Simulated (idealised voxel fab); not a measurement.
The following process module bears the name voxel air gaps.
Square cell edge 5 nm, section width 185 nm, ID cut.
Reading order for cross-sections: top band down to bottom band. Underlying form: a grid of square cells. Band size: one or more rows of cells.
Band: top height; bottom height; in nm. Then, left to right: material with width in nm, for each material. "everywhere": a single material spanning edge to edge. "empty": empty space.
Zero point of the height axis is 0; under it, received wafer = one material. Lowest band: continues down indefinitely, "0 -> down".
Width "30 to 40": first value at the band's top row of cells, second value at its bottom row, equal change from row to row.
No cell of the cross-section changed in a step that is given as "remained the same".
If an empty space has no open way to the top and is at least 8 cells in size, "Closed internal cavities" lists it, written width x height at distance, where distance is measured from the left edge and every value is in nm.
The remark found on a step's line after its settings is issued by the simulator itself and pertains to that step.
overlay nm: on a step with a mask, how far right of its planned place the mask lay; negative means left.
## These are the steps we planned for the process
1 RECEIVE,material Si
2 CONFORMAL_DEP,material SiO2,thk nm 15
3 CONFORMAL_DEP,material SiCN,thk nm 5
4 DIRECTIONAL_DEP,material lowk,thk nm 40
5 DIRECTIONAL_DEP,material aC,thk nm 10
6 PATTERN,tone open,mask id LINES,material resist,width nm 20,pitch nm 45,thk nm 30,overlay nm 0
7 DIRECTIONAL_ETCH,etch materials aC,depth nm 10
8 STRIP,etch materials resist
9 DIRECTIONAL_ETCH,etch materials lowk,depth nm 40
10 STRIP,etch materials aC
11 CONFORMAL_DEP,material TiN,thk nm 5
12 FILL_DEP,material Cu,thk nm 10
13 CMP,height nm 60
14 EPI,material Ru,thk nm 10
15 SELECTIVE_ETCH,etch materials lowk,depth nm 50
16 CONFORMAL_DEP,material SiCN,thk nm 5
## Wafer as received: cross-section following step 1
> 0 -> down | Si everywhere
> Closed internal cavities: none
## First of two wafers, end-of-module section, run followed plan
> 75 -> 70 | empty 20 nm | SiCN 140 nm | empty 25 nm
> 70 -> 60 | empty 20 nm | SiCN 5 nm | Ru 40 nm | SiCN 5 nm | Ru 40 nm | SiCN 5 nm | Ru 40 nm | SiCN 5 nm | empty 25 nm
> 60 -> 55 | empty 20 nm | SiCN 15 nm | TiN 5 nm | Cu 10 nm | TiN 5 nm | SiCN 25 nm | TiN 5 nm | Cu 10 nm | TiN 5 nm | SiCN 25 nm | TiN 5 nm | Cu 10 nm | TiN 5 nm | SiCN 15 nm | empty 25 nm
> 55 -> 25 | empty 30 nm | SiCN 5 nm | TiN 5 nm | Cu 10 nm | TiN 5 nm | SiCN 5 nm | empty 15 nm | SiCN 5 nm | TiN 5 nm | Cu 10 nm | TiN 5 nm | SiCN 5 nm | empty 15 nm | SiCN 5 nm | TiN 5 nm | Cu 10 nm | TiN 5 nm | SiCN 5 nm | empty 35 nm
> 25 -> 20 | SiCN 35 nm | TiN 20 nm | SiCN 25 nm | TiN 20 nm | SiCN 25 nm | TiN 20 nm | SiCN 40 nm
> 20 -> 15 | SiCN everywhere
> 15 -> 0 | SiO2 everywhere
> 0 -> down | Si everywhere
> Closed internal cavities: 15 x 30 at 60; 15 x 30 at 105
## Cross-sectional image of the second wafer of the two following completion of the module. Starting state and process plan were the same as for the first wafer; one execution error occurred
> 75 -> 70 | empty 20 nm | SiCN 140 nm | empty 25 nm
> 70 -> 60 | empty 20 nm | SiCN 5 nm | Ru 40 nm | SiCN 5 nm | Ru 40 nm | SiCN 5 nm | Ru 40 nm | SiCN 5 nm | empty 25 nm
> 60 -> 55 | empty 20 nm | SiCN 15 nm | TiN 5 nm | Cu 10 nm | TiN 5 nm | SiCN 25 nm | TiN 5 nm | Cu 10 nm | TiN 5 nm | SiCN 25 nm | TiN 5 nm | Cu 10 nm | TiN 5 nm | SiCN 15 nm | empty 25 nm
> 55 -> 30 | empty 30 nm | SiCN 5 nm | TiN 5 nm | Cu 10 nm | TiN 5 nm | SiCN 5 nm | empty 15 nm | SiCN 5 nm | TiN 5 nm | Cu 10 nm | TiN 5 nm | SiCN 5 nm | empty 15 nm | SiCN 5 nm | TiN 5 nm | Cu 10 nm | TiN 5 nm | SiCN 5 nm | empty 35 nm
> 30 -> 25 | SiCN 35 nm | TiN 20 nm | SiCN 25 nm | TiN 20 nm | SiCN 25 nm | TiN 20 nm | SiCN 40 nm
> 25 -> 20 | SiCN everywhere
> 20 -> 0 | SiO2 everywhere
> 0 -> down | Si everywhere
> Closed internal cavities: 15 x 25 at 60; 15 x 25 at 105
Against the plan, the run slipped here: so step 2 ended up running with a different setting than we planned, it ran as CONFORMAL_DEP,material SiO2,thk nm 20
Final tally in cells, some materials are higher or lower on the second wafer than on the first: Cu: 6 fewer | SiCN: 6 fewer | SiO2: 37 more | TiN: 6 fewer
